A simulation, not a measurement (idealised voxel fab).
Process module in this document: voxel tone inversion
For reference, the cross-section in this document is cut, with width 230 nm and square cells of 5 nm.
If you're reading a cross-section in this doc, picture square cells in a grid; it comes to you as bands, top ones listed first down to the bottom, and a band can be one or more rows of cells.
In this notation a band is specified by the heights of its top and bottom, in that order and in nm, after which its materials appear from left to right, each paired with its width in nm. The word "all across" attached to a single material means that material fills the band from edge to edge; the word "empty" stands for empty space.
A quick word on heights: they are counted from 0, and under that level the wafer as it came to us is one material throughout. The lowest band is different from the rest in having no bottom; it simply continues downward, written as in "from 0 down".
So if you see something like "30..40" for the width, read it as the top row of the band sitting at the first number and the bottom row at the second, with every row in between moving by the same amount as the last.
"no alteration" -> step changed no cross-section cell.
The list in "closed voids" covers empty spaces of 8 cells or more that cannot reach the top through any open way, and it gives each as width x height at distance; the distance is from the left edge, and width, height and distance are in nm.
Heads up: the bit after the settings on a step's line is the simulator's remark on that step.
"overlay nm" answers the question of how far to the right of plan the mask lay on a step that has a mask, and when it is negative the answer is to the left.
## Below is the list of planned process steps
1,RECEIVE (material Si)
2,CONFORMAL_DEP (material SiN; thk nm 10)
3,DIRECTIONAL_DEP (material polySi; thk nm 15)
4,PATTERN (tone cover; mask id POSTS; material resist; width nm 15; pitch nm 30; thk nm 25; overlay nm 0)
5,DIRECTIONAL_ETCH (etch materials polySi; depth nm 15)
6,STRIP (etch materials resist)
7,FILL_DEP (material lowk; thk nm 10)
8,CMP (height nm 25)
9,STRIP (etch materials polySi)
10,CONFORMAL_DEP (material TiN; thk nm 5)
11,FILL_DEP (material W; thk nm 10)
12,CMP (height nm 25)
13,CONFORMAL_DEP (material SiCN; thk nm 5)
## First out of two wafers; run went to plan
## Wafer cross-section on receipt, i.e. after step 1
  from 0 down | Si all across
  closed voids: none
## after step 2
  from 10 to 0 | SiN all across
  Everything below 0 is unchanged.
## after step 3
  from 25 to 10 | polySi all across
  Everything below 10 is unchanged.
## after step 4
  from 50 to 25 | 60 empty, then 15 resist, then 15 empty, then 15 resist, then 15 empty, then 15 resist, then 15 empty, then 15 resist, then 65 empty
  Everything below 25 is unchanged.
## after step 5
  from 50 to 25 | 60 empty, then 15 resist, then 15 empty, then 15 resist, then 15 empty, then 15 resist, then 15 empty, then 15 resist, then 65 empty
  from 25 to 10 | 60 empty, then 15 polySi, then 15 empty, then 15 polySi, then 15 empty, then 15 polySi, then 15 empty, then 15 polySi, then 65 empty
  Everything below 10 is unchanged.
## after step 6
  from 25 to 10 | 60 empty, then 15 polySi, then 15 empty, then 15 polySi, then 15 empty, then 15 polySi, then 15 empty, then 15 polySi, then 65 empty
  Everything below 10 is unchanged.
## after step 7
  from 35 to 25 | lowk all across
  from 25 to 10 | 60 lowk, then 15 polySi, then 15 lowk, then 15 polySi, then 15 lowk, then 15 polySi, then 15 lowk, then 15 polySi, then 65 lowk
  Everything below 10 is unchanged.
## after step 8
  from 25 to 10 | 60 lowk, then 15 polySi, then 15 lowk, then 15 polySi, then 15 lowk, then 15 polySi, then 15 lowk, then 15 polySi, then 65 lowk
  Everything below 10 is unchanged.
## after step 9
  from 25 to 10 | 60 lowk, then 15 empty, then 15 lowk, then 15 empty, then 15 lowk, then 15 empty, then 15 lowk, then 15 empty, then 65 lowk
  Everything below 10 is unchanged.
## after step 10
  from 30 to 25 | 65 TiN, then 5 empty, then 25 TiN, then 5 empty, then 25 TiN, then 5 empty, then 25 TiN, then 5 empty, then 70 TiN
  from 25 to 15 | 60 lowk, then 5 TiN, then 5 empty, then 5 TiN, then 15 lowk, then 5 TiN, then 5 empty, then 5 TiN, then 15 lowk, then 5 TiN, then 5 empty, then 5 TiN, then 15 lowk, then 5 TiN, then 5 empty, then 5 TiN, then 65 lowk
  from 15 to 10 | 60 lowk, then 15 TiN, then 15 lowk, then 15 TiN, then 15 lowk, then 15 TiN, then 15 lowk, then 15 TiN, then 65 lowk
  Everything below 10 is unchanged.
## after step 11
  from 40 to 30 | W all across
  from 30 to 25 | 65 TiN, then 5 W, then 25 TiN, then 5 W, then 25 TiN, then 5 W, then 25 TiN, then 5 W, then 70 TiN
  from 25 to 15 | 60 lowk, then 5 TiN, then 5 W, then 5 TiN, then 15 lowk, then 5 TiN, then 5 W, then 5 TiN, then 15 lowk, then 5 TiN, then 5 W, then 5 TiN, then 15 lowk, then 5 TiN, then 5 W, then 5 TiN, then 65 lowk
  Everything below 15 is unchanged.
## after step 12
  from 25 to 15 | 60 lowk, then 5 TiN, then 5 W, then 5 TiN, then 15 lowk, then 5 TiN, then 5 W, then 5 TiN, then 15 lowk, then 5 TiN, then 5 W, then 5 TiN, then 15 lowk, then 5 TiN, then 5 W, then 5 TiN, then 65 lowk
  Everything below 15 is unchanged.
## after step 13
  from 30 to 25 | SiCN all across
  Everything below 25 is unchanged.
## Second wafer, same starting state and plan as the first, one mistake in the run, identical through step 12
## The second wafer in cross-section, at the planned close of step 13
  from 30 to 25 | polySi all across
  Everything below 25 is unchanged.
Which mistake was made when the wafer was run? step 13 off recipe, ran as CONFORMAL_DEP (material polySi; thk nm 5)
Final tally in cells, some materials are higher or lower on the second wafer than on the first: SiCN -46, polySi +46
